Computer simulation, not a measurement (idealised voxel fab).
The following is a process module called voxel plated lines.
We display cut, a cross-section 225 nm in width whose square cells are each 5 nm.
A cross-section is a grid of square cells, given in bands from the top down. A band is one or more rows of cells. Top, bottom (nm), then materials left to right with widths (nm); lone material tagged "throughout" fills the whole band edge to edge; "air" = empty space. Height reference: 0 = level under which incoming wafer is all one material. Lowest band: no bottom, runs on downward, e.g. "0 nm and below". Width: "30 to 40" (first number = top row, second number = bottom row, same change from row to row of cells). No cell of the cross-section changed in a step that is given as "no modifications". The label "Closed cavity list" introduces a list of the empty spaces, 8 cells or larger, that have no open way up to the top; each entry in it reads width x height at distance, where the distance is taken from the left edge and all three are stated in nm. What comes after the settings on a step's line is commentary from the simulator itself on that step. The line of a step may include "overlay nm". On a step with a mask, this value is how far to the right of its planned place the mask lay. A negative value means the mask lay to the left.
## Listed below are the process steps as planned
1 RECEIVE, material Si
2 CONFORMAL_DEP, material Al2O3, thk nm 10
3 DIRECTIONAL_DEP, material TiN, thk nm 5
4 PATTERN, tone open, mask id LINES, material resist, width nm 25, pitch nm 55, thk nm 15, overlay nm 0
5 EPI, material Ru, thk nm 10
6 STRIP, etch materials resist
7 DIRECTIONAL_ETCH, etch materials TiN, depth nm 5
8 CONFORMAL_DEP, material SiO2, thk nm 10
## So, the first of our two wafers, run just as we planned it
## Cross-section of the wafer upon arrival, representing the state reached after step 1
    0 nm and below = Si throughout
    Closed cavity list: none
## Wafer xsec, post step 2
    10 nm to 0 nm = Al2O3 throughout
    Below 0 it's all the same as before, nothing changed down there.
## Wafer xsec, post step 3
    15 nm to 10 nm = TiN throughout
    Below 10 it's all the same as before, nothing changed down there.
## Wafer xsec, post step 4
    30 nm to 15 nm = resist 70 nm / air 25 nm / resist 30 nm / air 25 nm / resist 75 nm
    Below 15 it's all the same as before, nothing changed down there.
## Wafer xsec, post step 5
    30 nm to 25 nm = resist 70 nm / air 25 nm / resist 30 nm / air 25 nm / resist 75 nm
    25 nm to 15 nm = resist 70 nm / Ru 25 nm / resist 30 nm / Ru 25 nm / resist 75 nm
    Below 15 it's all the same as before, nothing changed down there.
## Wafer xsec, post step 6
    25 nm to 15 nm = air 70 nm / Ru 25 nm / air 30 nm / Ru 25 nm / air 75 nm
    Below 15 it's all the same as before, nothing changed down there.
## Wafer xsec, post step 7
    25 nm to 15 nm = air 70 nm / Ru 25 nm / air 30 nm / Ru 25 nm / air 75 nm
    15 nm to 10 nm = air 70 nm / TiN 25 nm / air 30 nm / TiN 25 nm / air 75 nm
    Below 10 it's all the same as before, nothing changed down there.
## Wafer xsec, post step 8
    35 nm to 25 nm = air 60 nm / SiO2 45 nm / air 10 nm / SiO2 45 nm / air 65 nm
    25 nm to 20 nm = air 60 nm / SiO2 10 nm / Ru 25 nm / SiO2 10 nm / air 10 nm / SiO2 10 nm / Ru 25 nm / SiO2 10 nm / air 65 nm
    20 nm to 15 nm = SiO2 70 nm / Ru 25 nm / SiO2 30 nm / Ru 25 nm / SiO2 75 nm
    15 nm to 10 nm = SiO2 70 nm / TiN 25 nm / SiO2 30 nm / TiN 25 nm / SiO2 75 nm
    Below 10 it's all the same as before, nothing changed down there.
## Second wafer, same starting conditions and recipe as the first, one mistake in executing it, nothing differs from the first up to and including step 7
Second wafer cross-section, taken as of the time the plan sets for step 8 to be done: no modifications
The plan and the run diverged here: step 8 in the plan did not get run; it was skipped
The final cell counts differ between the wafers, with the second having more or fewer of some materials than the first: 114 fewer of SiO2
